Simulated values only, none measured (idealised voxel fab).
process module | voxel ribs on slabs
FYI the section here is cut, 210 nm wide, cells are 5 nm squares.
If you're reading a cross-section in this doc, picture square cells in a grid; it comes to you as bands, top ones listed first down to the bottom, and a band can be one or more rows of cells. Heights first: top, then bottom, in nm. Then materials, left to right, each with a width in nm. "all across" on a single material: fills the band edge to edge. "blank": empty space. It should be noted that heights are counted from 0, beneath which the wafer as supplied is of one material throughout, and that the lowest band possesses no lower boundary but continues downward, as written in "z 0 and below". With a width like "30->40", each row of cells in the band differs from the next by the same amount, the top row carrying the first number and the bottom row the second. No cell of the cross-section changed in a step that is given as "stayed the same". "Tabulated closed voids": sealed empty spaces, 8 cells or more, no open way to top, listed width x height at distance, with distance from the left edge and width, height and distance in nm. Heads up: the bit after the settings on a step's line is the simulator's remark on that step. "overlay nm" answers the question of how far to the right of plan the mask lay on a step that has a mask, and when it is negative the answer is to the left.

## Intended process steps
1: RECEIVE | material Si
2: DIRECTIONAL_DEP | material SiO2 | thk nm 20
3: DIRECTIONAL_DEP | material SiN | thk nm 20
4: PATTERN | tone cover | mask id RIB | material resist | width nm 30 | thk nm 20 | overlay nm 0
5: DIRECTIONAL_ETCH | etch materials SiN | depth nm 15
6: STRIP | etch materials resist
7: PATTERN | tone cover | mask id SLAB | material resist | width nm 90 | thk nm 20 | overlay nm 0
8: DIRECTIONAL_ETCH | etch materials SiN | depth nm 5
9: STRIP | etch materials resist
10: FILL_DEP | material SiO2 | thk nm 15
11: CMP | height nm 50
12: DIRECTIONAL_DEP | material W | thk nm 5
13: PATTERN | tone cover | mask id HEATER | material resist | width nm 40 | thk nm 20 | overlay nm 0
14: DIRECTIONAL_ETCH | etch materials W | depth nm 5
15: STRIP | etch materials resist
16: CONFORMAL_DEP | material SiN | thk nm 5
varied across the wafers: thk nm of step 12. The plan shows the first wafer's value. All wafers start alike

## The first of several wafers as received, shown in cross-section; this is its state after step 1
	z 0 and below | Si all across
	Tabulated closed voids: none

## End of module, by wafer: material-by-material cell gain (+) or loss (-) since receipt, then closed voids
thk nm 5 | +80 SiN | +384 SiO2 | +8 W | Tabulated closed voids: none
thk nm 10 | +80 SiN | +384 SiO2 | +50 W | Tabulated closed voids: none
thk nm 15 | +80 SiN | +384 SiO2 | +92 W | Tabulated closed voids: none
thk nm 20 | +80 SiN | +384 SiO2 | +134 W | Tabulated closed voids: none
